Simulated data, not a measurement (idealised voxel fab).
Proc. module: voxel transistor to metal
285 nm wide, 5 nm square cells: that's cross-section cut.
Cross-section spec: square-cell grid; bands listed top down; each band is one or more rows.
Within each band entry, the heights of the top and of the bottom of the band appear first, in that order and in nm; the materials of the band then follow from left to right, each with its corresponding width in nm. The designation "full width" on a single material indicates that it fills the band from edge to edge; the designation "air" indicates empty space.
Heights are measured from 0, the level below which the as-received wafer is all one material; the lowest band has no bottom and continues downward, written as in "top 0, no bottom".
A width given as "30 to 40" starts at the first number in the band's top row and ends at the second number in its bottom row, shifting by an equal amount at every step from row to row.
Where a step carries "all unchanged", the cross-section came out of it unchanged, cell for cell.
The label "Completely sealed voids" introduces a list of the empty spaces, 8 cells or larger, that have no open way up to the top; each entry in it reads width x height at distance, where the distance is taken from the left edge and all three are stated in nm.
Note: text after step settings on the step line = simulator remark on that step.
When a step includes a mask, the "overlay nm" setting on its line states how far to the right of its planned place that mask lay, and negative values state how far to the left.
Read each pair as before and after one process step. The after cross-section shows only down to the lowest band that changed. The step between them and its settings are given below the pair. Pairs can come from different runs of this module on the same starting wafer. A pair continues from the pair above only where its "State before" entry says so.
State before:
    top 95, bottom 80: aC: 30; air: 15; aC: 115; air: 15; aC: 110
    top 80, bottom 55: lowk: 30; air: 15; lowk: 115; air: 15; lowk: 110
    top 55, bottom 50: SiCN full width
    top 50, bottom 25: lowk: 25; SiN: 5; W: 15; SiN: 5; lowk: 55; SiN: 5; W: 15; SiN: 5; lowk: 25; SiN: 5; W: 15; SiN: 5; lowk: 55; SiN: 5; W: 15; SiN: 5; lowk: 25
    top 25, bottom 20: SiN: 30; TiN: 15; SiN: 65; TiN: 15; SiN: 35; TiN: 15; SiN: 65; TiN: 15; SiN: 30
    top 20, bottom 10: SiO2: 30; TiN: 5; W: 5; TiN: 5; SiO2: 65; TiN: 5; W: 5; TiN: 5; SiO2: 35; TiN: 5; W: 5; TiN: 5; SiO2: 65; TiN: 5; W: 5; TiN: 5; SiO2: 30
    top 10, bottom 5: SiO2: 30; TiN: 15; SiO2: 5; SiN: 10; HfO2: 5; TiN: 5; W: 15; TiN: 5; HfO2: 5; SiN: 10; SiO2: 5; TiN: 15; SiO2: 35; TiN: 15; SiO2: 5; SiN: 10; HfO2: 5; TiN: 5; W: 15; TiN: 5; HfO2: 5; SiN: 10; SiO2: 5; TiN: 15; SiO2: 30
    top 5, bottom 0: SiO2: 30; TiN: 5; pSi: 15; SiN: 10; HfO2: 5; TiN: 5; W: 15; TiN: 5; HfO2: 5; SiN: 10; pSi: 15; TiN: 5; SiO2: 35; TiN: 5; pSi: 15; SiN: 10; HfO2: 5; TiN: 5; W: 15; TiN: 5; HfO2: 5; SiN: 10; pSi: 15; TiN: 5; SiO2: 30
    top 0, bottom -5: SiO2: 30; TiN: 5; pSi: 15; SiN: 10; HfO2: 5; TiN: 25; HfO2: 5; SiN: 10; pSi: 15; TiN: 5; SiO2: 35; TiN: 5; pSi: 15; SiN: 10; HfO2: 5; TiN: 25; HfO2: 5; SiN: 10; pSi: 15; TiN: 5; SiO2: 30
    top -5, bottom -10: SiO2: 20; pSi: 30; SiO2: 5; HfO2: 45; SiO2: 5; pSi: 30; SiO2: 15; pSi: 30; SiO2: 5; HfO2: 45; SiO2: 5; pSi: 30; SiO2: 20
    top -10, bottom -20: SiO2: 25; pSi: 25; Si: 55; pSi: 25; SiO2: 25; pSi: 25; Si: 55; pSi: 25; SiO2: 25
    top -20, bottom -25: SiO2: 25; Si: 105; SiO2: 25; Si: 105; SiO2: 25
    top -25, no bottom: Si full width
    Completely sealed voids: none
Post-Step Section View:
    top 95, bottom 80: aC: 30; air: 15; aC: 115; air: 15; aC: 110
    top 80, bottom 55: lowk: 30; air: 15; lowk: 115; air: 15; lowk: 110
    top 55, bottom 50: SiCN: 30; air: 15; SiCN: 115; air: 15; SiCN: 110
    No changes below 50.
    Completely sealed voids: none
Between the two cross-sections shown above lies DIRECTIONAL_ETCH: etch materials SiCN, depth nm 5
State before: this step begins from the cross-section that the pair just above shows after its step.
Post-Step Section View:
    top 80, bottom 55: lowk: 30; air: 15; lowk: 115; air: 15; lowk: 110
    No changes below 55.
    Completely sealed voids: none
Between the two cross-sections shown above lies STRIP: etch materials aC
State before: this step begins from the cross-section that the pair just above shows after its step.
Post-Step Section View:
    top 85, bottom 80: TiN: 35; air: 5; TiN: 125; air: 5; TiN: 115
    top 80, bottom 55: lowk: 30; TiN: 5; air: 5; TiN: 5; lowk: 115; TiN: 5; air: 5; TiN: 5; lowk: 110
    top 55, bottom 50: SiCN: 30; TiN: 15; SiCN: 115; TiN: 15; SiCN: 110
    No changes below 50.
    Completely sealed voids: none
Between the two cross-sections shown above lies CONFORMAL_DEP: material TiN, thk nm 5
State before: this step begins from the cross-section that the pair just above shows after its step.
Post-Step Section View:
    top 95, bottom 85: Cu full width
    top 85, bottom 80: TiN: 35; Cu: 5; TiN: 125; Cu: 5; TiN: 115
    top 80, bottom 55: lowk: 30; TiN: 5; Cu: 5; TiN: 5; lowk: 115; TiN: 5; Cu: 5; TiN: 5; lowk: 110
    No changes below 55.
    Completely sealed voids: none
Between the two cross-sections shown above lies FILL_DEP: material Cu, thk nm 10
State before: this step begins from the cross-section that the pair just above shows after its step.
Post-Step Section View:
    top 80, bottom 55: lowk: 30; TiN: 5; Cu: 5; TiN: 5; lowk: 115; TiN: 5; Cu: 5; TiN: 5; lowk: 110
    No changes below 55.
    Completely sealed voids: none
Between the two cross-sections shown above lies CMP: height nm 80
State before: this step begins from the cross-section that the pair just above shows after its step.
Post-Step Section View:
    top 85, bottom 80: SiCN full width
    No changes below 80.
    Completely sealed voids: none
Between the two cross-sections shown above lies CONFORMAL_DEP: material SiCN, thk nm 5
State before:
    top 15, bottom 10: air: 50; SiN: 10; air: 35; SiN: 10; air: 75; SiN: 10; air: 35; SiN: 10; air: 50
    top 10, bottom 5: SiO2: 50; SiN: 10; air: 35; SiN: 10; SiO2: 75; SiN: 10; air: 35; SiN: 10; SiO2: 50
    top 5, bottom -5: SiO2: 35; pSi: 15; SiN: 10; air: 35; SiN: 10; pSi: 15; SiO2: 45; pSi: 15; SiN: 10; air: 35; SiN: 10; pSi: 15; SiO2: 35
    top -5, bottom -10: SiO2: 20; pSi: 30; SiO2: 5; air: 45; SiO2: 5; pSi: 30; SiO2: 15; pSi: 30; SiO2: 5; air: 45; SiO2: 5; pSi: 30; SiO2: 20
    top -10, bottom -20: SiO2: 25; pSi: 25; Si: 55; pSi: 25; SiO2: 25; pSi: 25; Si: 55; pSi: 25; SiO2: 25
    top -20, bottom -25: SiO2: 25; Si: 105; SiO2: 25; Si: 105; SiO2: 25
    top -25, no bottom: Si full width
    Completely sealed voids: none
Post-Step Section View:
    top 20, bottom 15: air: 45; TiN: 20; air: 25; TiN: 20; air: 65; TiN: 20; air: 25; TiN: 20; air: 45
    top 15, bottom 10: TiN: 50; SiN: 10; TiN: 5; air: 25; TiN: 5; SiN: 10; TiN: 75; SiN: 10; TiN: 5; air: 25; TiN: 5; SiN: 10; TiN: 50
    top 10, bottom 5: SiO2: 50; SiN: 10; TiN: 5; air: 25; TiN: 5; SiN: 10; SiO2: 75; SiN: 10; TiN: 5; air: 25; TiN: 5; SiN: 10; SiO2: 50
    top 5, bottom -5: SiO2: 35; pSi: 15; SiN: 10; TiN: 5; air: 25; TiN: 5; SiN: 10; pSi: 15; SiO2: 45; pSi: 15; SiN: 10; TiN: 5; air: 25; TiN: 5; SiN: 10; pSi: 15; SiO2: 35
    top -5, bottom -10: SiO2: 20; pSi: 30; SiO2: 5; TiN: 45; SiO2: 5; pSi: 30; SiO2: 15; pSi: 30; SiO2: 5; TiN: 45; SiO2: 5; pSi: 30; SiO2: 20
    No changes below -10.
    Completely sealed voids: none
Between the two cross-sections shown above lies CONFORMAL_DEP: material TiN, thk nm 5
State before: this step begins from the cross-section that the pair just above shows after its step.
Post-Step Section View:
    top 30, bottom 20: W full width
    top 20, bottom 15: W: 45; TiN: 20; W: 25; TiN: 20; W: 65; TiN: 20; W: 25; TiN: 20; W: 45
    top 15, bottom 10: TiN: 50; SiN: 10; TiN: 5; W: 25; TiN: 5; SiN: 10; TiN: 75; SiN: 10; TiN: 5; W: 25; TiN: 5; SiN: 10; TiN: 50
    top 10, bottom 5: SiO2: 50; SiN: 10; TiN: 5; W: 25; TiN: 5; SiN: 10; SiO2: 75; SiN: 10; TiN: 5; W: 25; TiN: 5; SiN: 10; SiO2: 50
    top 5, bottom -5: SiO2: 35; pSi: 15; SiN: 10; TiN: 5; W: 25; TiN: 5; SiN: 10; pSi: 15; SiO2: 45; pSi: 15; SiN: 10; TiN: 5; W: 25; TiN: 5; SiN: 10; pSi: 15; SiO2: 35
    No changes below -5.
    Completely sealed voids: none
Between the two cross-sections shown above lies FILL_DEP: material W, thk nm 10
State before: this step begins from the cross-section that the pair just above shows after its step.
Post-Step Section View:
    top 10, bottom 5: SiO2: 50; SiN: 10; TiN: 5; W: 25; TiN: 5; SiN: 10; SiO2: 75; SiN: 10; TiN: 5; W: 25; TiN: 5; SiN: 10; SiO2: 50
    No changes below 5.
    Completely sealed voids: none
Between the two cross-sections shown above lies CMP: height nm 10
State before: this step begins from the cross-section that the pair just above shows after its step.
Post-Step Section View:
    top 20, bottom 10: SiO2 full width
    No changes below 10.
    Completely sealed voids: none
Between the two cross-sections shown above lies DIRECTIONAL_DEP: material SiO2, thk nm 10
State before: this step begins from the cross-section that the pair just above shows after its step.
Post-Step Section View:
    top 20, bottom 10: SiO2: 30; air: 15; SiO2: 65; air: 15; SiO2: 35; air: 15; SiO2: 65; air: 15; SiO2: 30
    top 10, bottom 5: SiO2: 30; air: 15; SiO2: 5; SiN: 10; TiN: 5; W: 25; TiN: 5; SiN: 10; SiO2: 5; air: 15; SiO2: 35; air: 15; SiO2: 5; SiN: 10; TiN: 5; W: 25; TiN: 5; SiN: 10; SiO2: 5; air: 15; SiO2: 30
    top 5, bottom -5: SiO2: 30; air: 5; pSi: 15; SiN: 10; TiN: 5; W: 25; TiN: 5; SiN: 10; pSi: 15; air: 5; SiO2: 35; air: 5; pSi: 15; SiN: 10; TiN: 5; W: 25; TiN: 5; SiN: 10; pSi: 15; air: 5; SiO2: 30
    No changes below -5.
    Completely sealed voids: none
Between the two cross-sections shown above lies MASKED_ETCH: tone open, mask id CONTACT, width nm 15, etch materials SiO2, depth nm 25, overlay nm 0
State before: this step begins from the cross-section that the pair just above shows after its step.
Post-Step Section View:
    top 25, bottom 20: TiN: 35; air: 5; TiN: 75; air: 5; TiN: 45; air: 5; TiN: 75; air: 5; TiN: 35
    top 20, bottom 10: SiO2: 30; TiN: 5; air: 5; TiN: 5; SiO2: 65; TiN: 5; air: 5; TiN: 5; SiO2: 35; TiN: 5; air: 5; TiN: 5; SiO2: 65; TiN: 5; air: 5; TiN: 5; SiO2: 30
    top 10, bottom 5: SiO2: 30; TiN: 15; SiO2: 5; SiN: 10; TiN: 5; W: 25; TiN: 5; SiN: 10; SiO2: 5; TiN: 15; SiO2: 35; TiN: 15; SiO2: 5; SiN: 10; TiN: 5; W: 25; TiN: 5; SiN: 10; SiO2: 5; TiN: 15; SiO2: 30
    top 5, bottom -5: SiO2: 30; TiN: 5; pSi: 15; SiN: 10; TiN: 5; W: 25; TiN: 5; SiN: 10; pSi: 15; TiN: 5; SiO2: 35; TiN: 5; pSi: 15; SiN: 10; TiN: 5; W: 25; TiN: 5; SiN: 10; pSi: 15; TiN: 5; SiO2: 30
    No changes below -5.
    Completely sealed voids: none
Between the two cross-sections shown above lies CONFORMAL_DEP: material TiN, thk nm 5
State before: this step begins from the cross-section that the pair just above shows after its step.
Post-Step Section View:
    top 35, bottom 25: W full width
    top 25, bottom 20: TiN: 35; W: 5; TiN: 75; W: 5; TiN: 45; W: 5; TiN: 75; W: 5; TiN: 35
    top 20, bottom 10: SiO2: 30; TiN: 5; W: 5; TiN: 5; SiO2: 65; TiN: 5; W: 5; TiN: 5; SiO2: 35; TiN: 5; W: 5; TiN: 5; SiO2: 65; TiN: 5; W: 5; TiN: 5; SiO2: 30
    No changes below 10.
    Completely sealed voids: none
Between the two cross-sections shown above lies FILL_DEP: material W, thk nm 10
State before: this step begins from the cross-section that the pair just above shows after its step.
Post-Step Section View:
    top 20, bottom 10: SiO2: 30; TiN: 5; W: 5; TiN: 5; SiO2: 65; TiN: 5; W: 5; TiN: 5; SiO2: 35; TiN: 5; W: 5; TiN: 5; SiO2: 65; TiN: 5; W: 5; TiN: 5; SiO2: 30
    No changes below 10.
    Completely sealed voids: none
Between the two cross-sections shown above lies CMP: height nm 20
State before: this step begins from the cross-section that the pair just above shows after its step.
Post-Step Section View:
    top 25, bottom 20: TiN full width
    No changes below 20.
    Completely sealed voids: none
Between the two cross-sections shown above lies DIRECTIONAL_DEP: material TiN, thk nm 5
State before: this step begins from the cross-section that the pair just above shows after its step.
Post-Step Section View:
    top 50, bottom 25: W full width
    No changes below 25.
    Completely sealed voids: none
Between the two cross-sections shown above lies DIRECTIONAL_DEP: material W, thk nm 25
State before: this step begins from the cross-section that the pair just above shows after its step.
Post-Step Section View:
    top 65, bottom 50: air: 30; resist: 15; air: 65; resist: 15; air: 35; resist: 15; air: 65; resist: 15; air: 30
    No changes below 50.
    Completely sealed voids: none
Between the two cross-sections shown above lies PATTERN: tone cover, mask id METAL_1, material resist, width nm 15, thk nm 15, overlay nm 0
State before: this step begins from the cross-section that the pair just above shows after its step.
Post-Step Section View:
    top 65, bottom 50: air: 30; resist: 15; air: 65; resist: 15; air: 35; resist: 15; air: 65; resist: 15; air: 30
    top 50, bottom 25: air: 30; W: 15; air: 65; W: 15; air: 35; W: 15; air: 65; W: 15; air: 30
    No changes below 25.
    Completely sealed voids: none
Between the two cross-sections shown above lies DIRECTIONAL_ETCH: etch materials W, depth nm 25
State before: this step begins from the cross-section that the pair just above shows after its step.
Post-Step Section View:
    top 65, bottom 50: air: 30; resist: 15; air: 65; resist: 15; air: 35; resist: 15; air: 65; resist: 15; air: 30
    top 50, bottom 25: air: 30; W: 15; air: 65; W: 15; air: 35; W: 15; air: 65; W: 15; air: 30
    top 25, bottom 20: air: 30; TiN: 15; air: 65; TiN: 15; air: 35; TiN: 15; air: 65; TiN: 15; air: 30
    No changes below 20.
    Completely sealed voids: none
Between the two cross-sections shown above lies DIRECTIONAL_ETCH: etch materials TiN, depth nm 5
State before: this step begins from the cross-section that the pair just above shows after its step.
Post-Step Section View:
    top 50, bottom 25: air: 30; W: 15; air: 65; W: 15; air: 35; W: 15; air: 65; W: 15; air: 30
    No changes below 25.
    Completely sealed voids: none
Between the two cross-sections shown above lies STRIP: etch materials resist
State before: this step begins from the cross-section that the pair just above shows after its step.
Post-Step Section View:
    top 55, bottom 50: air: 25; SiN: 25; air: 55; SiN: 25; air: 25; SiN: 25; air: 55; SiN: 25; air: 25
    top 50, bottom 25: air: 25; SiN: 5; W: 15; SiN: 5; air: 55; SiN: 5; W: 15; SiN: 5; air: 25; SiN: 5; W: 15; SiN: 5; air: 55; SiN: 5; W: 15; SiN: 5; air: 25
    top 25, bottom 20: SiN: 30; TiN: 15; SiN: 65; TiN: 15; SiN: 35; TiN: 15; SiN: 65; TiN: 15; SiN: 30
    No changes below 20.
    Completely sealed voids: none
Between the two cross-sections shown above lies CONFORMAL_DEP: material SiN, thk nm 5
State before: this step begins from the cross-section that the pair just above shows after its step.
Post-Step Section View:
    top 60, bottom 55: lowk full width
    top 55, bottom 50: lowk: 25; SiN: 25; lowk: 55; SiN: 25; lowk: 25; SiN: 25; lowk: 55; SiN: 25; lowk: 25
    top 50, bottom 25: lowk: 25; SiN: 5; W: 15; SiN: 5; lowk: 55; SiN: 5; W: 15; SiN: 5; lowk: 25; SiN: 5; W: 15; SiN: 5; lowk: 55; SiN: 5; W: 15; SiN: 5; lowk: 25
    No changes below 25.
    Completely sealed voids: none
Between the two cross-sections shown above lies FILL_DEP: material lowk, thk nm 5
State before: this step begins from the cross-section that the pair just above shows after its step.
Post-Step Section View:
    top 50, bottom 25: lowk: 25; SiN: 5; W: 15; SiN: 5; lowk: 55; SiN: 5; W: 15; SiN: 5; lowk: 25; SiN: 5; W: 15; SiN: 5; lowk: 55; SiN: 5; W: 15; SiN: 5; lowk: 25
    No changes below 25.
    Completely sealed voids: none
Between the two cross-sections shown above lies CMP: height nm 50
State before: this step begins from the cross-section that the pair just above shows after its step.
Post-Step Section View:
    top 55, bottom 50: SiCN full width
    No changes below 50.
    Completely sealed voids: none
Between the two cross-sections shown above lies CONFORMAL_DEP: material SiCN, thk nm 5
State before: this step begins from the cross-section that the pair just above shows after its step.
Post-Step Section View:
    top 80, bottom 55: lowk full width
    No changes below 55.
    Completely sealed voids: none
Between the two cross-sections shown above lies DIRECTIONAL_DEP: material lowk, thk nm 25
State before: this step begins from the cross-section that the pair just above shows after its step.
Post-Step Section View:
    top 90, bottom 80: aC full width
    No changes below 80.
    Completely sealed voids: none
Between the two cross-sections shown above lies DIRECTIONAL_DEP: material aC, thk nm 10
State before: this step begins from the cross-section that the pair just above shows after its step.
Post-Step Section View:
    top 115, bottom 90: resist: 30; air: 15; resist: 115; air: 15; resist: 110
    No changes below 90.
    Completely sealed voids: none
Between the two cross-sections shown above lies PATTERN: tone open, mask id METAL_2, material resist, width nm 15, pitch nm 130, thk nm 25, overlay nm 0
State before: this step begins from the cross-section that the pair just above shows after its step.
Post-Step Section View:
    top 105, bottom 90: resist: 30; air: 15; resist: 115; air: 15; resist: 110
    top 90, bottom 80: aC: 30; air: 15; aC: 115; air: 15; aC: 110
    No changes below 80.
    Completely sealed voids: none
Between the two cross-sections shown above lies DIRECTIONAL_ETCH: etch materials aC, depth nm 10
State before: this step begins from the cross-section that the pair just above shows after its step.
Post-Step Section View:
    top 90, bottom 80: aC: 30; air: 15; aC: 115; air: 15; aC: 110
    No changes below 80.
    Completely sealed voids: none
Between the two cross-sections shown above lies STRIP: etch materials resist
State before: this step begins from the cross-section that the pair just above shows after its step.
Post-Step Section View:
    top 90, bottom 80: aC: 30; air: 15; aC: 115; air: 15; aC: 110
    top 80, bottom 65: lowk: 30; air: 15; lowk: 115; air: 15; lowk: 110
    No changes below 65.
    Completely sealed voids: none
Between the two cross-sections shown above lies DIRECTIONAL_ETCH: etch materials lowk, depth nm 15
State before: this step begins from the cross-section that the pair just above shows after its step.
Post-Step Section View:
    top 80, bottom 65: lowk: 30; air: 15; lowk: 115; air: 15; lowk: 110
    No changes below 65.
    Completely sealed voids: none
Between the two cross-sections shown above lies STRIP: etch materials aC
State before: this step begins from the cross-section that the pair just above shows after its step.
Post-Step Section View:
    top 95, bottom 80: aC: 30; air: 15; aC: 115; air: 15; aC: 110
    top 80, bottom 65: lowk: 30; aC: 15; lowk: 115; aC: 15; lowk: 110
    No changes below 65.
    Completely sealed voids: none
Between the two cross-sections shown above lies DIRECTIONAL_DEP: material aC, thk nm 15
State before: this step begins from the cross-section that the pair just above shows after its step.
Post-Step Section View:
    top 130, bottom 95: resist: 30; air: 15; resist: 115; air: 15; resist: 110
    No changes below 95.
    Completely sealed voids: none
Between the two cross-sections shown above lies PATTERN: tone open, mask id METAL_2_HOLES, material resist, width nm 15, pitch nm 130, thk nm 35, overlay nm 0
State before: this step begins from the cross-section that the pair just above shows after its step.
Post-Step Section View:
    top 115, bottom 95: resist: 30; air: 15; resist: 115; air: 15; resist: 110
    top 95, bottom 80: aC: 30; air: 15; aC: 115; air: 15; aC: 110
    top 80, bottom 65: lowk: 30; air: 15; lowk: 115; air: 15; lowk: 110
    No changes below 65.
    Completely sealed voids: none
Between the two cross-sections shown above lies DIRECTIONAL_ETCH: etch materials aC, depth nm 15
State before: this step begins from the cross-section that the pair just above shows after its step.
Post-Step Section View:
    top 95, bottom 80: aC: 30; air: 15; aC: 115; air: 15; aC: 110
    No changes below 80.
    Completely sealed voids: none
Between the two cross-sections shown above lies STRIP: etch materials resist
State before: this step begins from the cross-section that the pair just above shows after its step.
Post-Step Section View:
    top 95, bottom 80: aC: 30; air: 15; aC: 115; air: 15; aC: 110
    top 80, bottom 55: lowk: 30; air: 15; lowk: 115; air: 15; lowk: 110
    No changes below 55.
    Completely sealed voids: none
Between the two cross-sections shown above lies DIRECTIONAL_ETCH: etch materials lowk, depth nm 10
State before: this step begins from the cross-section that the pair just above shows after its step.
Post-Step Section View:
    top 95, bottom 80: aC: 30; air: 15; aC: 115; air: 15; aC: 110
    top 80, bottom 55: lowk: 30; air: 15; lowk: 115; air: 15; lowk: 110
    top 55, bottom 50: SiCN: 30; air: 15; SiCN: 115; air: 15; SiCN: 110
    No changes below 50.
    Completely sealed voids: none
Between the two cross-sections shown above lies DIRECTIONAL_ETCH: etch materials SiCN, depth nm 5
State before: this step begins from the cross-section that the pair just above shows after its step.
Post-Step Section View:
    top 80, bottom 55: lowk: 30; air: 15; lowk: 115; air: 15; lowk: 110
    No changes below 55.
    Completely sealed voids: none
Between the two cross-sections shown above lies STRIP: etch materials aC
State before: this step begins from the cross-section that the pair just above shows after its step.
Post-Step Section View:
    top 85, bottom 80: TiN: 35; air: 5; TiN: 125; air: 5; TiN: 115
    top 80, bottom 55: lowk: 30; TiN: 5; air: 5; TiN: 5; lowk: 115; TiN: 5; air: 5; TiN: 5; lowk: 110
    top 55, bottom 50: SiCN: 30; TiN: 15; SiCN: 115; TiN: 15; SiCN: 110
    No changes below 50.
    Completely sealed voids: none
Between the two cross-sections shown above lies CONFORMAL_DEP: material TiN, thk nm 5
State before: this step begins from the cross-section that the pair just above shows after its step.
Post-Step Section View:
    top 95, bottom 85: Cu full width
    top 85, bottom 80: TiN: 35; Cu: 5; TiN: 125; Cu: 5; TiN: 115
    top 80, bottom 55: lowk: 30; TiN: 5; Cu: 5; TiN: 5; lowk: 115; TiN: 5; Cu: 5; TiN: 5; lowk: 110
    No changes below 55.
    Completely sealed voids: none
Between the two cross-sections shown above lies FILL_DEP: material Cu, thk nm 10
State before: this step begins from the cross-section that the pair just above shows after its step.
Post-Step Section View:
    top 80, bottom 55: lowk: 30; TiN: 5; Cu: 5; TiN: 5; lowk: 115; TiN: 5; Cu: 5; TiN: 5; lowk: 110
    No changes below 55.
    Completely sealed voids: none
Between the two cross-sections shown above lies CMP: height nm 80
State before: this step begins from the cross-section that the pair just above shows after its step.
Post-Step Section View:
    top 85, bottom 80: SiCN full width
    No changes below 80.
    Completely sealed voids: none
Between the two cross-sections shown above lies CONFORMAL_DEP: material SiCN, thk nm 5
State before:
    top 25, bottom 15: air: 50; SiN: 10; SiCN: 35; SiN: 10; air: 75; SiN: 10; SiCN: 35; SiN: 10; air: 50
    top 15, bottom 5: air: 50; SiN: 10; polySi: 35; SiN: 10; air: 75; SiN: 10; polySi: 35; SiN: 10; air: 50
    top 5, bottom -5: air: 35; pSi: 15; SiN: 10; polySi: 35; SiN: 10; pSi: 15; air: 45; pSi: 15; SiN: 10; polySi: 35; SiN: 10; pSi: 15; air: 35
    top -5, bottom -10: air: 20; pSi: 30; SiO2: 55; pSi: 30; air: 15; pSi: 30; SiO2: 55; pSi: 30; air: 20
    top -10, bottom -20: SiO2: 25; pSi: 25; Si: 55; pSi: 25; SiO2: 25; pSi: 25; Si: 55; pSi: 25; SiO2: 25
    top -20, bottom -25: SiO2: 25; Si: 105; SiO2: 25; Si: 105; SiO2: 25
    top -25, no bottom: Si full width
    Completely sealed voids: none
Post-Step Section View:
    top 25, bottom 20: air: 50; SiN: 10; SiCN: 35; SiN: 10; air: 75; SiN: 10; SiCN: 35; SiN: 10; air: 50
    top 20, bottom 15: air: 20; pSi: 30; SiN: 10; SiCN: 35; SiN: 10; pSi: 30; air: 15; pSi: 30; SiN: 10; SiCN: 35; SiN: 10; pSi: 30; air: 20
    top 15, bottom 10: air: 20; pSi: 30; SiN: 10; polySi: 35; SiN: 10; pSi: 30; air: 15; pSi: 30; SiN: 10; polySi: 35; SiN: 10; pSi: 30; air: 20
    top 10, bottom -5: air: 5; pSi: 45; SiN: 10; polySi: 35; SiN: 10; pSi: 75; SiN: 10; polySi: 35; SiN: 10; pSi: 45; air: 5
    top -5, bottom -10: air: 5; pSi: 45; SiO2: 55; pSi: 75; SiO2: 55; pSi: 45; air: 5
    No changes below -10.
    Completely sealed voids: none
Between the two cross-sections shown above lies EPI: material pSi, thk nm 15
State before: this step begins from the cross-section that the pair just above shows after its step.
Post-Step Section View:
    top 30, bottom 25: SiO2 full width
    top 25, bottom 20: SiO2: 50; SiN: 10; SiCN: 35; SiN: 10; SiO2: 75; SiN: 10; SiCN: 35; SiN: 10; SiO2: 50
    top 20, bottom 15: SiO2: 20; pSi: 30; SiN: 10; SiCN: 35; SiN: 10; pSi: 30; SiO2: 15; pSi: 30; SiN: 10; SiCN: 35; SiN: 10; pSi: 30; SiO2: 20
    top 15, bottom 10: SiO2: 20; pSi: 30; SiN: 10; polySi: 35; SiN: 10; pSi: 30; SiO2: 15; pSi: 30; SiN: 10; polySi: 35; SiN: 10; pSi: 30; SiO2: 20
    top 10, bottom -5: SiO2: 5; pSi: 45; SiN: 10; polySi: 35; SiN: 10; pSi: 75; SiN: 10; polySi: 35; SiN: 10; pSi: 45; SiO2: 5
    top -5, bottom -10: SiO2: 5; pSi: 45; SiO2: 55; pSi: 75; SiO2: 55; pSi: 45; SiO2: 5
    No changes below -10.
    Completely sealed voids: none
Between the two cross-sections shown above lies FILL_DEP: material SiO2, thk nm 5
State before: this step begins from the cross-section that the pair just above shows after its step.
Post-Step Section View:
    top 15, bottom 10: SiO2: 20; pSi: 30; SiN: 10; polySi: 35; SiN: 10; pSi: 30; SiO2: 15; pSi: 30; SiN: 10; polySi: 35; SiN: 10; pSi: 30; SiO2: 20
    No changes below 10.
    Completely sealed voids: none
Between the two cross-sections shown above lies CMP: height nm 15
State before: this step begins from the cross-section that the pair just above shows after its step.
Post-Step Section View:
    top 15, bottom 10: SiO2: 20; pSi: 30; SiN: 10; air: 35; SiN: 10; pSi: 30; SiO2: 15; pSi: 30; SiN: 10; air: 35; SiN: 10; pSi: 30; SiO2: 20
    top 10, bottom -5: SiO2: 5; pSi: 45; SiN: 10; air: 35; SiN: 10; pSi: 75; SiN: 10; air: 35; SiN: 10; pSi: 45; SiO2: 5
    No changes below -5.
    Completely sealed voids: none
Between the two cross-sections shown above lies STRIP: etch materials polySi
State before: this step begins from the cross-section that the pair just above shows after its step.
Post-Step Section View:
    top 15, bottom 10: air: 20; pSi: 30; SiN: 10; air: 35; SiN: 10; pSi: 30; air: 15; pSi: 30; SiN: 10; air: 35; SiN: 10; pSi: 30; air: 20
    top 10, bottom -5: SiO2: 5; pSi: 45; SiN: 10; air: 35; SiN: 10; pSi: 75; SiN: 10; air: 35; SiN: 10; pSi: 45; SiO2: 5
    top -5, bottom -10: SiO2: 5; pSi: 45; SiO2: 5; air: 45; SiO2: 5; pSi: 75; SiO2: 5; air: 45; SiO2: 5; pSi: 45; SiO2: 5
    No changes below -10.
    Completely sealed voids: none
Between the two cross-sections shown above lies SELECTIVE_ETCH: etch materials SiO2, depth nm 5
State before: this step begins from the cross-section that the pair just above shows after its step.
Post-Step Section View:
    top 20, bottom 15: air: 15; HfO2: 50; air: 25; HfO2: 50; air: 5; HfO2: 50; air: 25; HfO2: 50; air: 15
    top 15, bottom 10: HfO2: 20; pSi: 30; SiN: 10; HfO2: 5; air: 25; HfO2: 5; SiN: 10; pSi: 30; HfO2: 15; pSi: 30; SiN: 10; HfO2: 5; air: 25; HfO2: 5; SiN: 10; pSi: 30; HfO2: 20
    top 10, bottom -5: SiO2: 5; pSi: 45; SiN: 10; HfO2: 5; air: 25; HfO2: 5; SiN: 10; pSi: 75; SiN: 10; HfO2: 5; air: 25; HfO2: 5; SiN: 10; pSi: 45; SiO2: 5
    top -5, bottom -10: SiO2: 5; pSi: 45; SiO2: 5; HfO2: 45; SiO2: 5; pSi: 75; SiO2: 5; HfO2: 45; SiO2: 5; pSi: 45; SiO2: 5
    No changes below -10.
    Completely sealed voids: none
Between the two cross-sections shown above lies CONFORMAL_DEP: material HfO2, thk nm 5
State before: this step begins from the cross-section that the pair just above shows after its step.
Post-Step Section View:
    top 25, bottom 20: air: 10; TiN: 60; air: 15; TiN: 115; air: 15; TiN: 60; air: 10
    top 20, bottom 15: TiN: 15; HfO2: 50; TiN: 5; air: 15; TiN: 5; HfO2: 50; TiN: 5; HfO2: 50; TiN: 5; air: 15; TiN: 5; HfO2: 50; TiN: 15
    top 15, bottom 10: HfO2: 20; pSi: 30; SiN: 10; HfO2: 5; TiN: 5; air: 15; TiN: 5; HfO2: 5; SiN: 10; pSi: 30; HfO2: 15; pSi: 30; SiN: 10; HfO2: 5; TiN: 5; air: 15; TiN: 5; HfO2: 5; SiN: 10; pSi: 30; HfO2: 20
    top 10, bottom 0: SiO2: 5; pSi: 45; SiN: 10; HfO2: 5; TiN: 5; air: 15; TiN: 5; HfO2: 5; SiN: 10; pSi: 75; SiN: 10; HfO2: 5; TiN: 5; air: 15; TiN: 5; HfO2: 5; SiN: 10; pSi: 45; SiO2: 5
    top 0, bottom -5: SiO2: 5; pSi: 45; SiN: 10; HfO2: 5; TiN: 25; HfO2: 5; SiN: 10; pSi: 75; SiN: 10; HfO2: 5; TiN: 25; HfO2: 5; SiN: 10; pSi: 45; SiO2: 5
    No changes below -5.
    Completely sealed voids: none
Between the two cross-sections shown above lies CONFORMAL_DEP: material TiN, thk nm 5
